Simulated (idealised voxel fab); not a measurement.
process module | voxel capacitor over wiring
cross-section cut | 240 nm wide | cells 5 nm
A cross-section is a grid of square cells, given in bands from the top down. A band is one or more rows of cells.
Each band's line starts with the height of the band's top and of its bottom, in nm. Then come its materials from left to right, each with its width in nm. One material with "throughout" fills the band from edge to edge. "air" is empty space.
Height 0 is the level under which the wafer as received is all one material. The lowest band goes on downwards, as in "0 down".
A width such as "30 to 40" changes by the same amount from each row of cells to the next, from the band's top row to its bottom row.
"no change" after a step means that no cell of the cross-section changed.
closed voids: empty space of 8 cells or more with no open way to the top, each as width x height at its distance from the left edge, in nm
after a step's settings: what the simulator itself notes on the step
overlay nm, on a step with a mask: how far to the right of its planned place the mask lay; to the left if negative
plan
1 op RECEIVE | material Si
2 op CONFORMAL_DEP | material SiO2 | thk nm 15
3 op DIRECTIONAL_DEP | material TiN | thk nm 5
4 op DIRECTIONAL_DEP | material W | thk nm 15
5 op MASKED_ETCH | tone cover | mask id METAL_1 | width nm 30 | pitch nm 90 | etch materials W | depth nm 15 | overlay nm 0
6 op MASKED_ETCH | tone cover | mask id METAL_1 | width nm 30 | pitch nm 90 | etch materials TiN | depth nm 5 | overlay nm 0
7 op FILL_DEP | material SiO2 | thk nm 5
8 op CMP | height nm 35
9 op CONFORMAL_DEP | material SiCN | thk nm 5
10 op DIRECTIONAL_DEP | material SiO2 | thk nm 20
11 op DIRECTIONAL_DEP | material aC | thk nm 10
12 op PATTERN | tone open | mask id PLUG_1 | material resist | width nm 15 | thk nm 30 | overlay nm 0
13 op DIRECTIONAL_ETCH | etch materials aC | depth nm 10
14 op STRIP | etch materials resist
15 op DIRECTIONAL_ETCH | etch materials SiO2 | depth nm 20
16 op DIRECTIONAL_ETCH | etch materials SiCN | depth nm 5
17 op STRIP | etch materials aC
18 op EPI | material Ru | thk nm 10
19 op EPI | material Ru | thk nm 10
20 op EPI | material Ru | thk nm 5
21 op DIRECTIONAL_DEP | material TiN | thk nm 5
22 op DIRECTIONAL_DEP | material SiN | thk nm 5
23 op DIRECTIONAL_DEP | material TiN | thk nm 5
24 op MASKED_ETCH | tone cover | mask id UPPER_PLATE | width nm 65 | etch materials TiN | depth nm 5 | overlay nm 0
25 op MASKED_ETCH | tone cover | mask id UPPER_PLATE | width nm 65 | etch materials SiN | depth nm 5 | overlay nm 0
26 op MASKED_ETCH | tone cover | mask id LOWER_PLATE | width nm 75 | etch materials TiN | depth nm 5 | overlay nm 0
27 op FILL_DEP | material SiO2 | thk nm 20
28 op CMP | height nm 90
29 op DIRECTIONAL_DEP | material aC | thk nm 10
30 op PATTERN | tone open | mask id PLUG_2 | material resist | width nm 15 | thk nm 30 | overlay nm 0
31 op DIRECTIONAL_ETCH | etch materials aC | depth nm 10
32 op STRIP | etch materials resist
33 op DIRECTIONAL_ETCH | etch materials SiO2 | depth nm 15
34 op STRIP | etch materials aC
35 op CONFORMAL_DEP | material TiN | thk nm 5
36 op FILL_DEP | material W | thk nm 5
37 op CMP | height nm 90
38 op CONFORMAL_DEP | material SiCN | thk nm 5
as received, after step 1
  0 down: Si throughout
  closed voids: none
first wafer at the end, as planned
  95 to 90: SiCN throughout
  90 to 80: SiO2 85 | TiN 5 | W 5 | TiN 5 | SiO2 140
  80 to 70: SiO2 85 to 75 | TiN 15 to 65 | SiO2 140 to 100
  70 to 65: SiO2 75 | SiN 65 | SiO2 100
  65 to 60: SiO2 70 | TiN 75 | SiO2 95
  60 to 40: SiO2 75 | Ru 15 | SiO2 150
  40 to 35: SiCN 75 | Ru 15 | SiCN 150
  35 to 20: SiO2 60 | W 30 | SiO2 60 | W 30 | SiO2 60
  20 to 15: SiO2 60 | TiN 30 | SiO2 60 | TiN 30 | SiO2 60
  15 to 0: SiO2 throughout
  0 down: Si throughout
  closed voids: none
second wafer at the end: like start, like plan, one mistake
  95 to 90: SiCN throughout
  90 to 80: SiO2 85 | TiN 5 | W 5 | TiN 5 | SiO2 140
  80 to 70: SiO2 85 to 90 | TiN 15 to 50 | SiO2 140 to 100
  70 to 65: SiO2 90 | SiN 50 | SiO2 100
  65 to 60: SiO2 70 | TiN 75 | SiO2 95
  60 to 55: SiO2 75 | SiN 15 | SiO2 150
  55 to 50: SiO2 75 | TiN 15 | SiO2 150
  50 to 40: SiO2 75 | Ru 15 | SiO2 150
  40 to 35: SiCN 75 | Ru 15 | SiCN 150
  35 to 20: SiO2 60 | W 30 | SiO2 60 | W 30 | SiO2 60
  20 to 15: SiO2 60 | TiN 30 | SiO2 60 | TiN 30 | SiO2 60
  15 to 0: SiO2 throughout
  0 down: Si throughout
  closed voids: none
what went wrong: one of the steps 18 and 19, which are alike, was left out
at the end the second wafer has, in cells: 6 fewer of Ru | 6 more of SiO2
